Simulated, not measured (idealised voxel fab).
voxel trench capacitor: a process module
Cross-section cut: width 270 nm, square cells of 5 nm.
In this document a cross-section is written as a grid of square cells. It is given as a series of bands, listed from the top down, and a band is one or more rows of cells.
In this notation a band is specified by the heights of its top and bottom, in that order and in nm, after which its materials appear from left to right, each paired with its width in nm. The word "full width" attached to a single material means that material fills the band from edge to edge; the word "empty" stands for empty space.
Note: height 0 marks the level under which the wafer is uniformly one material as received. Lowest band unbounded below, written "0 and below".
A width such as "30..40" changes by the same amount from each row of cells to the next, from the band's top row to its bottom row.
"changes: none" after a step means that no cell of the cross-section changed.
In "Voids lacking openings" the enclosed voids are listed, meaning empty spaces of 8 cells or larger without any opening to the top. The form is width x height at distance, distance from the left edge, units nm.
If you see something after the settings on a step's line, that's the simulator's own remark about that step.
overlay nm: for a step with a mask, the amount by which the mask lay right of where it was planned; a negative amount means left of it.

# The following list gives the planned process steps
1) RECEIVE [material Si]
2) CONFORMAL_DEP [material SiN] [thk nm 10]
3) MASKED_ETCH [tone open] [mask id TRENCH] [width nm 30] [pitch nm 60] [etch materials SiN] [depth nm 10] [overlay nm 0]
4) MASKED_ETCH [tone open] [mask id TRENCH] [width nm 30] [pitch nm 60] [etch materials Si] [depth nm 40] [overlay nm 0]
5) CONFORMAL_DEP [material Al2O3] [thk nm 5]
6) CONFORMAL_DEP [material TiN] [thk nm 5]
7) FILL_DEP [material W] [thk nm 5]
8) CMP [height nm 10]

# First wafer out of two, processed as planned

# Here's what the wafer looked like in cross-section when it arrived - that's after step 1
- 0 and below = Si full width
- Voids lacking openings: none

# After step 2, in cross-section
- 10 down to 0 = SiN full width
- Rest of section, below 0: as before.

# After step 3, in cross-section
- 10 down to 0 = SiN: 60, then empty: 30, then SiN: 30, then empty: 30, then SiN: 30, then empty: 30, then SiN: 60
- Rest of section, below 0: as before.

# After step 4, in cross-section
- 10 down to 0 = SiN: 60, then empty: 30, then SiN: 30, then empty: 30, then SiN: 30, then empty: 30, then SiN: 60
- 0 down to -40 = Si: 60, then empty: 30, then Si: 30, then empty: 30, then Si: 30, then empty: 30, then Si: 60
- Rest of section, below -40: as before.

# After step 5, in cross-section
- 15 down to 10 = Al2O3: 65, then empty: 20, then Al2O3: 40, then empty: 20, then Al2O3: 40, then empty: 20, then Al2O3: 65
- 10 down to 0 = SiN: 60, then Al2O3: 5, then empty: 20, then Al2O3: 5, then SiN: 30, then Al2O3: 5, then empty: 20, then Al2O3: 5, then SiN: 30, then Al2O3: 5, then empty: 20, then Al2O3: 5, then SiN: 60
- 0 down to -35 = Si: 60, then Al2O3: 5, then empty: 20, then Al2O3: 5, then Si: 30, then Al2O3: 5, then empty: 20, then Al2O3: 5, then Si: 30, then Al2O3: 5, then empty: 20, then Al2O3: 5, then Si: 60
- -35 down to -40 = Si: 60, then Al2O3: 30, then Si: 30, then Al2O3: 30, then Si: 30, then Al2O3: 30, then Si: 60
- Rest of section, below -40: as before.

# After step 6, in cross-section
- 20 down to 15 = TiN: 70, then empty: 10, then TiN: 50, then empty: 10, then TiN: 50, then empty: 10, then TiN: 70
- 15 down to 10 = Al2O3: 65, then TiN: 5, then empty: 10, then TiN: 5, then Al2O3: 40, then TiN: 5, then empty: 10, then TiN: 5, then Al2O3: 40, then TiN: 5, then empty: 10, then TiN: 5, then Al2O3: 65
- 10 down to 0 = SiN: 60, then Al2O3: 5, then TiN: 5, then empty: 10, then TiN: 5, then Al2O3: 5, then SiN: 30, then Al2O3: 5, then TiN: 5, then empty: 10, then TiN: 5, then Al2O3: 5, then SiN: 30, then Al2O3: 5, then TiN: 5, then empty: 10, then TiN: 5, then Al2O3: 5, then SiN: 60
- 0 down to -30 = Si: 60, then Al2O3: 5, then TiN: 5, then empty: 10, then TiN: 5, then Al2O3: 5, then Si: 30, then Al2O3: 5, then TiN: 5, then empty: 10, then TiN: 5, then Al2O3: 5, then Si: 30, then Al2O3: 5, then TiN: 5, then empty: 10, then TiN: 5, then Al2O3: 5, then Si: 60
- -30 down to -35 = Si: 60, then Al2O3: 5, then TiN: 20, then Al2O3: 5, then Si: 30, then Al2O3: 5, then TiN: 20, then Al2O3: 5, then Si: 30, then Al2O3: 5, then TiN: 20, then Al2O3: 5, then Si: 60
- Rest of section, below -35: as before.

# After step 7, in cross-section
- 25 down to 20 = W full width
- 20 down to 15 = TiN: 70, then W: 10, then TiN: 50, then W: 10, then TiN: 50, then W: 10, then TiN: 70
- 15 down to 10 = Al2O3: 65, then TiN: 5, then W: 10, then TiN: 5, then Al2O3: 40, then TiN: 5, then W: 10, then TiN: 5, then Al2O3: 40, then TiN: 5, then W: 10, then TiN: 5, then Al2O3: 65
- 10 down to 0 = SiN: 60, then Al2O3: 5, then TiN: 5, then W: 10, then TiN: 5, then Al2O3: 5, then SiN: 30, then Al2O3: 5, then TiN: 5, then W: 10, then TiN: 5, then Al2O3: 5, then SiN: 30, then Al2O3: 5, then TiN: 5, then W: 10, then TiN: 5, then Al2O3: 5, then SiN: 60
- 0 down to -30 = Si: 60, then Al2O3: 5, then TiN: 5, then W: 10, then TiN: 5, then Al2O3: 5, then Si: 30, then Al2O3: 5, then TiN: 5, then W: 10, then TiN: 5, then Al2O3: 5, then Si: 30, then Al2O3: 5, then TiN: 5, then W: 10, then TiN: 5, then Al2O3: 5, then Si: 60
- Rest of section, below -30: as before.

# After step 8, in cross-section
- 10 down to 0 = SiN: 60, then Al2O3: 5, then TiN: 5, then W: 10, then TiN: 5, then Al2O3: 5, then SiN: 30, then Al2O3: 5, then TiN: 5, then W: 10, then TiN: 5, then Al2O3: 5, then SiN: 30, then Al2O3: 5, then TiN: 5, then W: 10, then TiN: 5, then Al2O3: 5, then SiN: 60
- Rest of section, below 0: as before.

# The second wafer was prepared from the same starting point and under the same plan as the first; its processing contained one mistake, and it remains indistinguishable from the first wafer up to and including step 4

# when step 5 should have ended
- 15 down to 10 = TiN: 65, then empty: 20, then TiN: 40, then empty: 20, then TiN: 40, then empty: 20, then TiN: 65
- 10 down to 0 = SiN: 60, then TiN: 5, then empty: 20, then TiN: 5, then SiN: 30, then TiN: 5, then empty: 20, then TiN: 5, then SiN: 30, then TiN: 5, then empty: 20, then TiN: 5, then SiN: 60
- 0 down to -35 = Si: 60, then TiN: 5, then empty: 20, then TiN: 5, then Si: 30, then TiN: 5, then empty: 20, then TiN: 5, then Si: 30, then TiN: 5, then empty: 20, then TiN: 5, then Si: 60
- -35 down to -40 = Si: 60, then TiN: 30, then Si: 30, then TiN: 30, then Si: 30, then TiN: 30, then Si: 60
- Rest of section, below -40: as before.

# when step 6 should have ended
- 20 down to 15 = Al2O3: 70, then empty: 10, then Al2O3: 50, then empty: 10, then Al2O3: 50, then empty: 10, then Al2O3: 70
- 15 down to 10 = TiN: 65, then Al2O3: 5, then empty: 10, then Al2O3: 5, then TiN: 40, then Al2O3: 5, then empty: 10, then Al2O3: 5, then TiN: 40, then Al2O3: 5, then empty: 10, then Al2O3: 5, then TiN: 65
- 10 down to 0 = SiN: 60, then TiN: 5, then Al2O3: 5, then empty: 10, then Al2O3: 5, then TiN: 5, then SiN: 30, then TiN: 5, then Al2O3: 5, then empty: 10, then Al2O3: 5, then TiN: 5, then SiN: 30, then TiN: 5, then Al2O3: 5, then empty: 10, then Al2O3: 5, then TiN: 5, then SiN: 60
- 0 down to -30 = Si: 60, then TiN: 5, then Al2O3: 5, then empty: 10, then Al2O3: 5, then TiN: 5, then Si: 30, then TiN: 5, then Al2O3: 5, then empty: 10, then Al2O3: 5, then TiN: 5, then Si: 30, then TiN: 5, then Al2O3: 5, then empty: 10, then Al2O3: 5, then TiN: 5, then Si: 60
- -30 down to -35 = Si: 60, then TiN: 5, then Al2O3: 20, then TiN: 5, then Si: 30, then TiN: 5, then Al2O3: 20, then TiN: 5, then Si: 30, then TiN: 5, then Al2O3: 20, then TiN: 5, then Si: 60
- Rest of section, below -35: as before.

# when step 7 should have ended
- 25 down to 20 = W full width
- 20 down to 15 = Al2O3: 70, then W: 10, then Al2O3: 50, then W: 10, then Al2O3: 50, then W: 10, then Al2O3: 70
- 15 down to 10 = TiN: 65, then Al2O3: 5, then W: 10, then Al2O3: 5, then TiN: 40, then Al2O3: 5, then W: 10, then Al2O3: 5, then TiN: 40, then Al2O3: 5, then W: 10, then Al2O3: 5, then TiN: 65
- 10 down to 0 = SiN: 60, then TiN: 5, then Al2O3: 5, then W: 10, then Al2O3: 5, then TiN: 5, then SiN: 30, then TiN: 5, then Al2O3: 5, then W: 10, then Al2O3: 5, then TiN: 5, then SiN: 30, then TiN: 5, then Al2O3: 5, then W: 10, then Al2O3: 5, then TiN: 5, then SiN: 60
- 0 down to -30 = Si: 60, then TiN: 5, then Al2O3: 5, then W: 10, then Al2O3: 5, then TiN: 5, then Si: 30, then TiN: 5, then Al2O3: 5, then W: 10, then Al2O3: 5, then TiN: 5, then Si: 30, then TiN: 5, then Al2O3: 5, then W: 10, then Al2O3: 5, then TiN: 5, then Si: 60
- Rest of section, below -30: as before.

# when step 8 should have ended
- 10 down to 0 = SiN: 60, then TiN: 5, then Al2O3: 5, then W: 10, then Al2O3: 5, then TiN: 5, then SiN: 30, then TiN: 5, then Al2O3: 5, then W: 10, then Al2O3: 5, then TiN: 5, then SiN: 30, then TiN: 5, then Al2O3: 5, then W: 10, then Al2O3: 5, then TiN: 5, then SiN: 60
- Rest of section, below 0: as before.
In executing the process, a mistake was made relative to the plan: mixed up steps 5 and 6 - ran each in the other's place
Cell-count delta at end, second wafer over first, by material: -12 Al2O3; +12 TiN
